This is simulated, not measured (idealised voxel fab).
process module | voxel gate over fins
cross-section cut | 185 nm wide | cells 5 nm
A cross-section is a grid of square cells, given in bands from the top down. A band is one or more rows of cells.
Each band's line starts with the height of the band's top and of its bottom, in nm. Then come its materials from left to right, each with its width in nm. One material with "throughout" fills the band from edge to edge. "air" is empty space.
Height 0 is the level under which the wafer as received is all one material. The lowest band goes on downwards, as in "0 down".
A width such as "30 to 40" changes by the same amount from each row of cells to the next, from the band's top row to its bottom row.
"no change" after a step means that no cell of the cross-section changed.
closed voids: empty space of 8 cells or more with no open way to the top, each as width x height at its distance from the left edge, in nm
after a step's settings: what the simulator itself notes on the step
overlay nm, on a step with a mask: how far to the right of its planned place the mask lay; to the left if negative
plan
1 op RECEIVE | material Si
2 op CONFORMAL_DEP | material SiN | thk nm 5
3 op DIRECTIONAL_DEP | material aC | thk nm 15
4 op PATTERN | tone cover | mask id FINS | material resist | width nm 15 | pitch nm 45 | thk nm 35 | overlay nm 0
5 op DIRECTIONAL_ETCH | etch materials aC | depth nm 15
6 op STRIP | etch materials resist
7 op DIRECTIONAL_ETCH | etch materials SiN | depth nm 5
8 op DIRECTIONAL_ETCH | etch materials Si | depth nm 30
9 op STRIP | etch materials aC
10 op OXIDIZE | depth nm 5
11 op FILL_DEP | material SiO2 | thk nm 5
12 op CMP | height nm 5
13 op SELECTIVE_ETCH | etch materials SiO2 | depth nm 20
14 op STRIP | etch materials SiN
15 op CONFORMAL_DEP | material HfO2 | thk nm 5
16 op CONFORMAL_DEP | material TiN | thk nm 5
17 op FILL_DEP | material W | thk nm 15
18 op CMP | height nm 20
19 op CONFORMAL_DEP | material SiCN | thk nm 5
varied across the wafers: width nm of step 4. The plan shows the first wafer's value. All wafers start alike
first wafer as received, after step 1
  0 down: Si throughout
  closed voids: none
first wafer at the end, after step 19
  25 to 20: SiCN throughout
  20 to 10: W throughout
  10 to 5: W 35 | TiN 25 | W 20 | TiN 25 | W 20 | TiN 25 | W 35
  5 to 0: W 35 | TiN 5 | HfO2 15 | TiN 5 | W 20 | TiN 5 | HfO2 15 | TiN 5 | W 20 | TiN 5 | HfO2 15 | TiN 5 | W 35
  0 to -5: W 35 | TiN 5 | HfO2 5 | Si 5 | HfO2 5 | TiN 5 | W 20 | TiN 5 | HfO2 5 | Si 5 | HfO2 5 | TiN 5 | W 20 | TiN 5 | HfO2 5 | Si 5 | HfO2 5 | TiN 5 | W 35
  -5 to -10: TiN 40 | HfO2 5 | Si 5 | HfO2 5 | TiN 30 | HfO2 5 | Si 5 | HfO2 5 | TiN 30 | HfO2 5 | Si 5 | HfO2 5 | TiN 40
  -10 to -15: HfO2 45 | Si 5 | HfO2 40 | Si 5 | HfO2 40 | Si 5 | HfO2 45
  -15 to -35: SiO2 45 | Si 5 | SiO2 40 | Si 5 | SiO2 40 | Si 5 | SiO2 45
  -35 down: Si throughout
  closed voids: none
last wafer at the end
  25 to 20: SiCN throughout
  20 to 10: W throughout
  10 to 5: W 30 | TiN 40 | W 5 | TiN 40 | W 5 | TiN 40 | W 25
  5 to 0: W 30 | TiN 5 | HfO2 30 | TiN 5 | W 5 | TiN 5 | HfO2 30 | TiN 5 | W 5 | TiN 5 | HfO2 30 | TiN 5 | W 25
  0 to -5: W 30 | TiN 5 | HfO2 5 | Si 20 | HfO2 5 | TiN 5 | W 5 | TiN 5 | HfO2 5 | Si 20 | HfO2 5 | TiN 5 | W 5 | TiN 5 | HfO2 5 | Si 20 | HfO2 5 | TiN 5 | W 25
  -5 to -10: TiN 35 | HfO2 5 | Si 20 | HfO2 5 | TiN 15 | HfO2 5 | Si 20 | HfO2 5 | TiN 15 | HfO2 5 | Si 20 | HfO2 5 | TiN 30
  -10 to -15: HfO2 40 | Si 20 | HfO2 25 | Si 20 | HfO2 25 | Si 20 | HfO2 35
  -15 to -35: SiO2 40 | Si 20 | SiO2 25 | Si 20 | SiO2 25 | Si 20 | SiO2 35
  -35 down: Si throughout
  closed voids: none
each wafer at the end: cells of each material gained (+) or lost (-) since it was received, then its closed voids
width nm 15 | +55 HfO2 | -238 Si | +37 SiCN | +136 SiO2 | +55 TiN | +140 W | closed voids: none
width nm 20 | +55 HfO2 | -217 Si | +37 SiCN | +124 SiO2 | +55 TiN | +131 W | closed voids: none
width nm 25 | +55 HfO2 | -196 Si | +37 SiCN | +112 SiO2 | +55 TiN | +122 W | closed voids: none
width nm 30 | +55 HfO2 | -175 Si | +37 SiCN | +100 SiO2 | +55 TiN | +113 W | closed voids: none
